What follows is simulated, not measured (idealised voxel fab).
Process module heading - voxel spacer lines
Square cell edge 5 nm, section width 200 nm, ID cut.
Cross-section = grid of square cells, listed top down in bands; band = one or more rows.
For a band, the entry starts with two heights in nm, that of the top and then that of the bottom, and carries on with the band's materials in order from left to right, each alongside its width in nm; the word "full width" beside a single material means it fills the band edge to edge, and "blank" means empty space.
Height reference: 0 = level under which incoming wafer is all one material. Lowest band: no bottom, runs on downward, e.g. "0 -> down".
So if you see something like "30..40" for the width, read it as the top row of the band sitting at the first number and the bottom row at the second, with every row in between moving by the same amount as the last.
When a step is marked "remained the same", none of the cells in the cross-section changed during that step.
So "Non-vented voids" is basically the list of trapped voids: any empty space of 8 cells or more that can't reach the top through an opening. They're written width x height at distance, the distance being from the left edge, and it's all nm.
Anything after a step's settings on that line? It's the simulator's own note about the step.
You can add "overlay nm" to a step's line. For a step with a mask, it describes how far the mask lay to the right of its planned position, and a negative number describes a lay to the left.

# The steps planned for the process are as follows
step 1: RECEIVE, material Si
step 2: CONFORMAL_DEP, material Al2O3, thk nm 10
step 3: DIRECTIONAL_DEP, material TiN, thk nm 20
step 4: DIRECTIONAL_DEP, material polySi, thk nm 30
step 5: PATTERN, tone cover, mask id MANDREL, material resist, width nm 20, pitch nm 60, thk nm 35, overlay nm 0
step 6: DIRECTIONAL_ETCH, etch materials polySi, depth nm 30
step 7: STRIP, etch materials resist
step 8: CONFORMAL_DEP, material SiO2, thk nm 10
step 9: DIRECTIONAL_ETCH, etch materials SiO2, depth nm 10
step 10: STRIP, etch materials polySi
step 11: DIRECTIONAL_ETCH, etch materials TiN, depth nm 20
step 12: STRIP, etch materials SiO2
step 13: FILL_DEP, material lowk, thk nm 5
step 14: CMP, height nm 30

# The cross-section here shows the wafer as received, i.e. in its state after step 1
  0 -> down  Si full width
  Non-vented voids: none

# Cross-section, first of two wafers, end of module, run as planned
  30 -> 10  lowk: 50  TiN: 10  lowk: 20  TiN: 10  lowk: 20  TiN: 10  lowk: 20  TiN: 10  lowk: 50
  10 -> 0  Al2O3 full width
  0 -> down  Si full width
  Non-vented voids: none

# Presented here is a cross-section of the second of the two wafers as it stood at the end of the module. It was started in the same manner and assigned the same plan as the first wafer; however, one mistake was made in its execution
  30 -> 10  lowk: 55  TiN: 10  lowk: 15  TiN: 10  lowk: 25  TiN: 10  lowk: 15  TiN: 10  lowk: 50
  10 -> 0  Al2O3 full width
  0 -> down  Si full width
  Non-vented voids: none
Where did the run depart from the plan? for step 5, the planned setting was not used; the step was instead run as PATTERN, tone cover, mask id MANDREL, material resist, width nm 15, pitch nm 60, thk nm 35, overlay nm 0
Matching per-material cell counts, mismatched positions: that is how the second wafer compares with the first at the end.
